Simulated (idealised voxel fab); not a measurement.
process module | voxel capacitor over wiring
In the cross-section labelled cut, the width is 225 nm and each square cell is 5 nm.
Think of the cross-section as a grid of square cells. We describe it in bands, top to bottom, and each band covers one or more rows of those cells.
Top height, bottom height, nm. Materials left to right, width each, nm. Single material + "edge to edge" = fills band edge to edge. "empty" = empty.
Height reference: 0 = level under which incoming wafer is all one material. Lowest band: no bottom, runs on downward, e.g. "z 0 and below".
Width "30->40": first value at the band's top row of cells, second value at its bottom row, equal change from row to row.
No cell of the cross-section changed in a step that is given as "everything unchanged".
Enclosed voids (no open way to top), threshold 8 cells or more, entry "Trapped void list", notation width x height at distance, distance from left edge, nm.
Note: text after step settings on the step line = simulator remark on that step.
overlay nm: where the mask lay relative to plan, measured to the right, on steps with a mask; negatives go left.
THESE ARE THE STEPS WE PLANNED FOR THE PROCESS
1,RECEIVE,material Si
2,CONFORMAL_DEP,material SiO2,thk nm 15
3,CONFORMAL_DEP,material SiCN,thk nm 5
4,DIRECTIONAL_DEP,material SiO2,thk nm 20
5,MASKED_ETCH,tone open,mask id METAL_1,width nm 30,pitch nm 90,etch materials SiO2,depth nm 20,overlay nm 0
6,MASKED_ETCH,tone open,mask id METAL_1,width nm 30,pitch nm 90,etch materials SiCN,depth nm 5,overlay nm 0
7,CONFORMAL_DEP,material TiN,thk nm 5
8,FILL_DEP,material Cu,thk nm 10
9,CMP,height nm 40
10,CONFORMAL_DEP,material SiCN,thk nm 5
11,DIRECTIONAL_DEP,material lowk,thk nm 15
12,DIRECTIONAL_DEP,material aC,thk nm 10
13,PATTERN,tone open,mask id PLUG_1,material resist,width nm 15,thk nm 30,overlay nm 0
14,DIRECTIONAL_ETCH,etch materials aC,depth nm 10
15,STRIP,etch materials resist
16,DIRECTIONAL_ETCH,etch materials lowk,depth nm 15
17,DIRECTIONAL_ETCH,etch materials SiCN,depth nm 5
18,STRIP,etch materials aC
19,CONFORMAL_DEP,material TiN,thk nm 5
20,FILL_DEP,material Ru,thk nm 5
21,CMP,height nm 60
22,DIRECTIONAL_DEP,material TiN,thk nm 5
23,DIRECTIONAL_DEP,material SiN,thk nm 5
24,DIRECTIONAL_DEP,material TiN,thk nm 5
25,DIRECTIONAL_DEP,material aC,thk nm 10
26,PATTERN,tone cover,mask id UPPER_PLATE,material resist,width nm 65,thk nm 25,overlay nm 0
27,DIRECTIONAL_ETCH,etch materials aC,depth nm 10
28,STRIP,etch materials resist
29,DIRECTIONAL_ETCH,etch materials TiN,depth nm 5
30,DIRECTIONAL_ETCH,etch materials SiN,depth nm 5
31,STRIP,etch materials aC
32,MASKED_ETCH,tone cover,mask id LOWER_PLATE,width nm 75,etch materials TiN,depth nm 5,overlay nm 0
33,FILL_DEP,material SiO2,thk nm 20
34,CMP,height nm 90
35,PATTERN,tone open,mask id PLUG_2,material resist,width nm 15,thk nm 20,overlay nm 0
36,DIRECTIONAL_ETCH,etch materials SiO2,depth nm 15
37,STRIP,etch materials resist
38,CONFORMAL_DEP,material TiN,thk nm 5
39,FILL_DEP,material Ru,thk nm 5
40,CMP,height nm 90
41,CONFORMAL_DEP,material SiCN,thk nm 5
INCOMING WAFER, CROSS-SECTIONAL VIEW, POST STEP 1
    z 0 and below  Si edge to edge
    Trapped void list: none
AS-PLANNED RUN: CROSS-SECTION OF THE FIRST OF TWO WAFERS AT END OF MODULE
    z 95 to 90  SiCN edge to edge
    z 90 to 80  75 of SiO2, then 5 of TiN, then 5 of Ru, then 5 of TiN, then 135 of SiO2
    z 80 to 70  75->65 of SiO2, then 15->65 of TiN, then 135->95 of SiO2
    z 70 to 65  65 of SiO2, then 65 of SiN, then 95 of SiO2
    z 65 to 60  60 of SiO2, then 75 of TiN, then 90 of SiO2
    z 60 to 45  65 of lowk, then 5 of TiN, then 5 of Ru, then 5 of TiN, then 145 of lowk
    z 45 to 40  65 of SiCN, then 15 of TiN, then 145 of SiCN
    z 40 to 20  50 of SiO2, then 5 of TiN, then 20 of Cu, then 5 of TiN, then 60 of SiO2, then 5 of TiN, then 20 of Cu, then 5 of TiN, then 55 of SiO2
    z 20 to 15  50 of SiCN, then 30 of TiN, then 60 of SiCN, then 30 of TiN, then 55 of SiCN
    z 15 to 0  SiO2 edge to edge
    z 0 and below  Si edge to edge
    Trapped void list: none
SECOND WAFER CROSS-SECTION AT END OF MODULE - SHARED START AND PLAN WITH THE FIRST, ONE MISTAKE IN THE RUN
    z 95 to 90  SiCN edge to edge
    z 90 to 80  75 of SiO2, then 5 of TiN, then 5 of Ru, then 5 of TiN, then 135 of SiO2
    z 80 to 70  75->65 of SiO2, then 15->65 of TiN, then 135->95 of SiO2
    z 70 to 65  65 of SiO2, then 65 of SiN, then 95 of SiO2
    z 65 to 60  60 of SiO2, then 75 of TiN, then 90 of SiO2
    z 60 to 55  65 of SiCN, then 15 of TiN, then 145 of SiCN
    z 55 to 40  lowk edge to edge
    z 40 to 20  50 of SiO2, then 5 of TiN, then 20 of Cu, then 5 of TiN, then 60 of SiO2, then 5 of TiN, then 20 of Cu, then 5 of TiN, then 55 of SiO2
    z 20 to 15  50 of SiCN, then 30 of TiN, then 60 of SiCN, then 30 of TiN, then 55 of SiCN
    z 15 to 0  SiO2 edge to edge
    z 0 and below  Si edge to edge
    Trapped void list: none
Error vs. plan: plan steps 10 and 11 run swapped
Final difference in cells, second wafer against first, listed per material as more or fewer: 3 fewer of Ru | 6 fewer of TiN | 9 more of lowk
